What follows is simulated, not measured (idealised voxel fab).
process module | voxel capacitor over wiring
cross-section cut | 240 nm wide | cells 5 nm
A cross-section is a grid of square cells, given in bands from the top down. A band is one or more rows of cells.
Each band's line starts with the height of the band's top and of its bottom, in nm. Then come its materials from left to right, each with its width in nm. One material with "throughout" fills the band from edge to edge. "air" is empty space.
Height 0 is the level under which the wafer as received is all one material. The lowest band goes on downwards, as in "0 down".
A width such as "30 to 40" changes by the same amount from each row of cells to the next, from the band's top row to its bottom row.
"no change" after a step means that no cell of the cross-section changed.
closed voids: empty space of 8 cells or more with no open way to the top, each as width x height at its distance from the left edge, in nm
after a step's settings: what the simulator itself notes on the step
overlay nm, on a step with a mask: how far to the right of its planned place the mask lay; to the left if negative
plan
1 op RECEIVE | material Si
2 op CONFORMAL_DEP | material SiO2 | thk nm 15
3 op CONFORMAL_DEP | material SiN | thk nm 5
4 op DIRECTIONAL_DEP | material SiO2 | thk nm 15
5 op MASKED_ETCH | tone open | mask id METAL_1 | width nm 20 | pitch nm 70 | etch materials SiO2 | depth nm 15 | overlay nm 0
6 op MASKED_ETCH | tone open | mask id METAL_1 | width nm 20 | pitch nm 70 | etch materials SiN | depth nm 5 | overlay nm 0
7 op CONFORMAL_DEP | material TiN | thk nm 5
8 op FILL_DEP | material W | thk nm 5
9 op CMP | height nm 35
10 op CONFORMAL_DEP | material SiCN | thk nm 5
11 op DIRECTIONAL_DEP | material SiO2 | thk nm 10
12 op PATTERN | tone open | mask id PLUG_1 | material resist | width nm 15 | thk nm 20 | overlay nm 0
13 op DIRECTIONAL_ETCH | etch materials SiO2 | depth nm 10
14 op DIRECTIONAL_ETCH | etch materials SiCN | depth nm 5
15 op STRIP | etch materials resist
16 op CONFORMAL_DEP | material TiN | thk nm 5
17 op FILL_DEP | material Cu | thk nm 5
18 op CMP | height nm 50
19 op DIRECTIONAL_DEP | material TiN | thk nm 5
20 op DIRECTIONAL_DEP | material Al2O3 | thk nm 5
21 op DIRECTIONAL_DEP | material TiN | thk nm 5
22 op MASKED_ETCH | tone cover | mask id UPPER_PLATE | width nm 55 | etch materials TiN | depth nm 5 | overlay nm 0
23 op MASKED_ETCH | tone cover | mask id UPPER_PLATE | width nm 55 | etch materials Al2O3 | depth nm 5 | overlay nm 0
24 op DIRECTIONAL_DEP | material aC | thk nm 15
25 op PATTERN | tone cover | mask id LOWER_PLATE | material resist | width nm 65 | thk nm 35 | overlay nm 0
26 op DIRECTIONAL_ETCH | etch materials aC | depth nm 15
27 op STRIP | etch materials resist
28 op DIRECTIONAL_ETCH | etch materials TiN | depth nm 5
29 op STRIP | etch materials aC
30 op FILL_DEP | material SiO2 | thk nm 20
31 op CMP | height nm 80
32 op MASKED_ETCH | tone open | mask id PLUG_2 | width nm 15 | etch materials SiO2 | depth nm 15 | overlay nm 0
33 op CONFORMAL_DEP | material TiN | thk nm 5
34 op FILL_DEP | material Cu | thk nm 5
35 op CMP | height nm 80
36 op CONFORMAL_DEP | material SiN | thk nm 5
first wafer, as planned
as received, after step 1
  0 down: Si throughout
  closed voids: none
after step 2
  15 to 0: SiO2 throughout
  below 0: unchanged
after step 3
  20 to 15: SiN throughout
  below 15: unchanged
after step 4
  35 to 20: SiO2 throughout
  below 20: unchanged
after step 5
  35 to 20: SiO2 75 | air 20 | SiO2 50 | air 20 | SiO2 75
  below 20: unchanged
after step 6
  35 to 20: SiO2 75 | air 20 | SiO2 50 | air 20 | SiO2 75
  20 to 15: SiN 75 | air 20 | SiN 50 | air 20 | SiN 75
  below 15: unchanged
after step 7
  40 to 35: TiN 80 | air 10 | TiN 60 | air 10 | TiN 80
  35 to 20: SiO2 75 | TiN 5 | air 10 | TiN 5 | SiO2 50 | TiN 5 | air 10 | TiN 5 | SiO2 75
  20 to 15: SiN 75 | TiN 20 | SiN 50 | TiN 20 | SiN 75
  below 15: unchanged
after step 8
  45 to 40: W throughout
  40 to 35: TiN 80 | W 10 | TiN 60 | W 10 | TiN 80
  35 to 20: SiO2 75 | TiN 5 | W 10 | TiN 5 | SiO2 50 | TiN 5 | W 10 | TiN 5 | SiO2 75
  below 20: unchanged
after step 9
  35 to 20: SiO2 75 | TiN 5 | W 10 | TiN 5 | SiO2 50 | TiN 5 | W 10 | TiN 5 | SiO2 75
  below 20: unchanged
after step 10
  40 to 35: SiCN throughout
  below 35: unchanged
after step 11
  50 to 40: SiO2 throughout
  below 40: unchanged
after step 12
  70 to 50: resist 80 | air 15 | resist 145
  below 50: unchanged
after step 13
  70 to 50: resist 80 | air 15 | resist 145
  50 to 40: SiO2 80 | air 15 | SiO2 145
  below 40: unchanged
after step 14
  70 to 50: resist 80 | air 15 | resist 145
  50 to 40: SiO2 80 | air 15 | SiO2 145
  40 to 35: SiCN 80 | air 15 | SiCN 145
  below 35: unchanged
after step 15
  50 to 40: SiO2 80 | air 15 | SiO2 145
  below 40: unchanged
after step 16
  55 to 50: TiN 85 | air 5 | TiN 150
  50 to 40: SiO2 80 | TiN 5 | air 5 | TiN 5 | SiO2 145
  40 to 35: SiCN 80 | TiN 15 | SiCN 145
  below 35: unchanged
after step 17
  60 to 55: Cu throughout
  55 to 50: TiN 85 | Cu 5 | TiN 150
  50 to 40: SiO2 80 | TiN 5 | Cu 5 | TiN 5 | SiO2 145
  below 40: unchanged
after step 18
  50 to 40: SiO2 80 | TiN 5 | Cu 5 | TiN 5 | SiO2 145
  below 40: unchanged
after step 19
  55 to 50: TiN throughout
  below 50: unchanged
after step 20
  60 to 55: Al2O3 throughout
  below 55: unchanged
after step 21
  65 to 60: TiN throughout
  below 60: unchanged
after step 22
  65 to 60: air 80 | TiN 55 | air 105
  below 60: unchanged
after step 23
  65 to 60: air 80 | TiN 55 | air 105
  60 to 55: air 80 | Al2O3 55 | air 105
  below 55: unchanged
after step 24
  80 to 70: air 80 | aC 55 | air 105
  70 to 65: aC throughout
  65 to 60: aC 80 | TiN 55 | aC 105
  60 to 55: aC 80 | Al2O3 55 | aC 105
  below 55: unchanged
after step 25
  115 to 80: air 75 | resist 65 | air 100
  80 to 70: air 75 | resist 5 | aC 55 | resist 5 | air 100
  below 70: unchanged
after step 26
  100 to 80: air 75 | resist 65 | air 100
  80 to 70: air 75 | resist 5 | aC 55 | resist 5 | air 100
  70 to 65: air 75 | aC 65 | air 100
  65 to 60: air 75 | aC 5 | TiN 55 | aC 5 | air 100
  60 to 55: air 75 | aC 5 | Al2O3 55 | aC 5 | air 100
  below 55: unchanged
after step 27
  80 to 70: air 80 | aC 55 | air 105
  below 70: unchanged
after step 28
  80 to 70: air 80 | aC 55 | air 105
  70 to 65: air 75 | aC 65 | air 100
  65 to 60: air 75 | aC 5 | TiN 55 | aC 5 | air 100
  60 to 55: air 75 | aC 5 | Al2O3 55 | aC 5 | air 100
  55 to 50: air 75 | TiN 65 | air 100
  below 50: unchanged
after step 29
  65 to 60: air 80 | TiN 55 | air 105
  60 to 55: air 80 | Al2O3 55 | air 105
  below 55: unchanged
after step 30
  85 to 65: SiO2 throughout
  65 to 60: SiO2 80 | TiN 55 | SiO2 105
  60 to 55: SiO2 80 | Al2O3 55 | SiO2 105
  55 to 50: SiO2 75 | TiN 65 | SiO2 100
  below 50: unchanged
after step 31
  80 to 65: SiO2 throughout
  below 65: unchanged
after step 32
  80 to 65: SiO2 90 | air 15 | SiO2 135
  below 65: unchanged
after step 33
  85 to 80: TiN 95 | air 5 | TiN 140
  80 to 70: SiO2 90 | TiN 5 | air 5 | TiN 5 | SiO2 135
  70 to 60: SiO2 90 to 80 | TiN 15 to 55 | SiO2 135 to 105
  below 60: unchanged
after step 34
  90 to 85: Cu throughout
  85 to 80: TiN 95 | Cu 5 | TiN 140
  80 to 70: SiO2 90 | TiN 5 | Cu 5 | TiN 5 | SiO2 135
  below 70: unchanged
after step 35
  80 to 70: SiO2 90 | TiN 5 | Cu 5 | TiN 5 | SiO2 135
  below 70: unchanged
after step 36
  85 to 80: SiN throughout
  below 80: unchanged
second wafer: like start, like plan, one mistake. Through step 20 it matches the first wafer
when step 21 should have ended
  75 to 60: TiN throughout
  below 60: unchanged
when step 22 should have ended
  75 to 70: air 80 | TiN 55 | air 105
  below 70: unchanged
when step 23 should have ended: no change
when step 24 should have ended
  90 to 85: air 80 | aC 55 | air 105
  85 to 75: aC throughout
  75 to 70: aC 80 | TiN 55 | aC 105
  below 70: unchanged
when step 25 should have ended
  125 to 90: air 75 | resist 65 | air 100
  90 to 85: air 75 | resist 5 | aC 55 | resist 5 | air 100
  below 85: unchanged
when step 26 should have ended
  110 to 90: air 75 | resist 65 | air 100
  90 to 85: air 75 | resist 5 | aC 55 | resist 5 | air 100
  85 to 75: air 75 | aC 65 | air 100
  75 to 70: air 75 | aC 5 | TiN 55 | aC 5 | air 100
  below 70: unchanged
when step 27 should have ended
  90 to 85: air 80 | aC 55 | air 105
  below 85: unchanged
when step 28 should have ended
  90 to 85: air 80 | aC 55 | air 105
  85 to 75: air 75 | aC 65 | air 100
  75 to 70: air 75 | aC 5 | TiN 55 | aC 5 | air 100
  70 to 65: air 75 | TiN 65 | air 100
  below 65: unchanged
when step 29 should have ended
  75 to 65: air 80 to 75 | TiN 55 to 65 | air 105 to 100
  below 65: unchanged
when step 30 should have ended
  95 to 75: SiO2 throughout
  75 to 65: SiO2 80 to 75 | TiN 55 to 65 | SiO2 105 to 100
  below 65: unchanged
when step 31 should have ended
  80 to 75: SiO2 throughout
  below 75: unchanged
when step 32 should have ended
  80 to 75: SiO2 90 | air 15 | SiO2 135
  below 75: unchanged
when step 33 should have ended
  85 to 80: TiN 95 | air 5 | TiN 140
  80 to 70: SiO2 90 to 80 | TiN 15 to 55 | SiO2 135 to 105
  below 70: unchanged
when step 34 should have ended
  90 to 85: Cu throughout
  85 to 80: TiN 95 | Cu 5 | TiN 140
  below 80: unchanged
when step 35 should have ended
  80 to 70: SiO2 90 to 80 | TiN 15 to 55 | SiO2 135 to 105
  below 70: unchanged
when step 36 should have ended
  85 to 80: SiN throughout
  below 80: unchanged
what went wrong: step 21 ran as: op DIRECTIONAL_DEP | material TiN | thk nm 15
at the end the second wafer has, in cells: 37 more of Al2O3 | 2 fewer of Cu | 127 fewer of SiO2 | 92 more of TiN
